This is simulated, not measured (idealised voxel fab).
process module | voxel gate over fins
cross-section cut | 270 nm wide | cells 5 nm
A cross-section is a grid of square cells, given in bands from the top down. A band is one or more rows of cells.
Each band's line starts with the height of the band's top and of its bottom, in nm. Then come its materials from left to right, each with its width in nm. One material with "throughout" fills the band from edge to edge. "air" is empty space.
Height 0 is the level under which the wafer as received is all one material. The lowest band goes on downwards, as in "0 down".
A width such as "30 to 40" changes by the same amount from each row of cells to the next, from the band's top row to its bottom row.
"no change" after a step means that no cell of the cross-section changed.
closed voids: empty space of 8 cells or more with no open way to the top, each as width x height at its distance from the left edge, in nm
after a step's settings: what the simulator itself notes on the step
overlay nm, on a step with a mask: how far to the right of its planned place the mask lay; to the left if negative
plan
1 op RECEIVE | material Si
2 op CONFORMAL_DEP | material SiN | thk nm 5
3 op PATTERN | tone cover | mask id FINS | material resist | width nm 15 | pitch nm 40 | thk nm 15 | overlay nm 0
4 op DIRECTIONAL_ETCH | etch materials SiN | depth nm 5
5 op DIRECTIONAL_ETCH | etch materials Si | depth nm 30
6 op STRIP | etch materials resist
7 op OXIDIZE | depth nm 5
8 op FILL_DEP | material SiO2 | thk nm 10
9 op CMP | height nm 5
10 op SELECTIVE_ETCH | etch materials SiO2 | depth nm 15
11 op STRIP | etch materials SiN
12 op CONFORMAL_DEP | material HfO2 | thk nm 5
13 op CONFORMAL_DEP | material TiN | thk nm 5
14 op FILL_DEP | material W | thk nm 10
15 op CMP | height nm 15
16 op CONFORMAL_DEP | material SiN | thk nm 5
first wafer, as planned
as received, after step 1
  0 down: Si throughout
  closed voids: none
after step 2
  5 to 0: SiN throughout
  below 0: unchanged
after step 3
  20 to 5: air 85 | resist 15 | air 25 | resist 15 | air 25 | resist 15 | air 90
  below 5: unchanged
after step 4
  20 to 5: air 85 | resist 15 | air 25 | resist 15 | air 25 | resist 15 | air 90
  5 to 0: air 85 | SiN 15 | air 25 | SiN 15 | air 25 | SiN 15 | air 90
  below 0: unchanged
after step 5
  20 to 5: air 85 | resist 15 | air 25 | resist 15 | air 25 | resist 15 | air 90
  5 to 0: air 85 | SiN 15 | air 25 | SiN 15 | air 25 | SiN 15 | air 90
  0 to -30: air 85 | Si 15 | air 25 | Si 15 | air 25 | Si 15 | air 90
  below -30: unchanged
after step 6
  5 to 0: air 85 | SiN 15 | air 25 | SiN 15 | air 25 | SiN 15 | air 90
  below 0: unchanged
after step 7
  5 to 0: air 85 | SiN 15 | air 25 | SiN 15 | air 25 | SiN 15 | air 90
  0 to -30: air 85 | SiO2 5 | Si 5 | SiO2 5 | air 25 | SiO2 5 | Si 5 | SiO2 5 | air 25 | SiO2 5 | Si 5 | SiO2 5 | air 90
  -30 to -35: SiO2 90 | Si 5 | SiO2 35 | Si 5 | SiO2 35 | Si 5 | SiO2 95
  below -35: unchanged
after step 8
  15 to 5: SiO2 throughout
  5 to 0: SiO2 85 | SiN 15 | SiO2 25 | SiN 15 | SiO2 25 | SiN 15 | SiO2 90
  0 to -35: SiO2 90 | Si 5 | SiO2 35 | Si 5 | SiO2 35 | Si 5 | SiO2 95
  below -35: unchanged
after step 9
  5 to 0: SiO2 85 | SiN 15 | SiO2 25 | SiN 15 | SiO2 25 | SiN 15 | SiO2 90
  below 0: unchanged
after step 10
  5 to 0: air 85 | SiN 15 | air 25 | SiN 15 | air 25 | SiN 15 | air 90
  0 to -10: air 90 | Si 5 | air 35 | Si 5 | air 35 | Si 5 | air 95
  below -10: unchanged
after step 11
  0 to -10: air 90 | Si 5 | air 35 | Si 5 | air 35 | Si 5 | air 95
  below -10: unchanged
after step 12
  5 to 0: air 85 | HfO2 15 | air 25 | HfO2 15 | air 25 | HfO2 15 | air 90
  0 to -5: air 85 | HfO2 5 | Si 5 | HfO2 5 | air 25 | HfO2 5 | Si 5 | HfO2 5 | air 25 | HfO2 5 | Si 5 | HfO2 5 | air 90
  -5 to -10: HfO2 90 | Si 5 | HfO2 35 | Si 5 | HfO2 35 | Si 5 | HfO2 95
  below -10: unchanged
after step 13
  10 to 5: air 80 | TiN 25 | air 15 | TiN 25 | air 15 | TiN 25 | air 85
  5 to 0: air 80 | TiN 5 | HfO2 15 | TiN 5 | air 15 | TiN 5 | HfO2 15 | TiN 5 | air 15 | TiN 5 | HfO2 15 | TiN 5 | air 85
  0 to -5: TiN 85 | HfO2 5 | Si 5 | HfO2 5 | TiN 25 | HfO2 5 | Si 5 | HfO2 5 | TiN 25 | HfO2 5 | Si 5 | HfO2 5 | TiN 90
  below -5: unchanged
after step 14
  20 to 10: W throughout
  10 to 5: W 80 | TiN 25 | W 15 | TiN 25 | W 15 | TiN 25 | W 85
  5 to 0: W 80 | TiN 5 | HfO2 15 | TiN 5 | W 15 | TiN 5 | HfO2 15 | TiN 5 | W 15 | TiN 5 | HfO2 15 | TiN 5 | W 85
  below 0: unchanged
after step 15
  15 to 10: W throughout
  below 10: unchanged
after step 16
  20 to 15: SiN throughout
  below 15: unchanged
second wafer: like start, like plan, one mistake. Through step 11 it matches the first wafer
when step 12 should have ended
  5 to 0: air 85 | TiN 15 | air 25 | TiN 15 | air 25 | TiN 15 | air 90
  0 to -5: air 85 | TiN 5 | Si 5 | TiN 5 | air 25 | TiN 5 | Si 5 | TiN 5 | air 25 | TiN 5 | Si 5 | TiN 5 | air 90
  -5 to -10: TiN 90 | Si 5 | TiN 35 | Si 5 | TiN 35 | Si 5 | TiN 95
  below -10: unchanged
when step 13 should have ended
  10 to 0: air 80 | TiN 25 | air 15 | TiN 25 | air 15 | TiN 25 | air 85
  0 to -10: TiN 90 | Si 5 | TiN 35 | Si 5 | TiN 35 | Si 5 | TiN 95
  below -10: unchanged
when step 14 should have ended
  20 to 10: W throughout
  10 to 0: W 80 | TiN 25 | W 15 | TiN 25 | W 15 | TiN 25 | W 85
  below 0: unchanged
when step 15 should have ended
  15 to 10: W throughout
  below 10: unchanged
when step 16 should have ended
  20 to 15: SiN throughout
  below 15: unchanged
what went wrong: step 12 ran as: op CONFORMAL_DEP | material TiN | thk nm 5
at the end the second wafer has, in cells: 66 fewer of HfO2 | 66 more of TiN
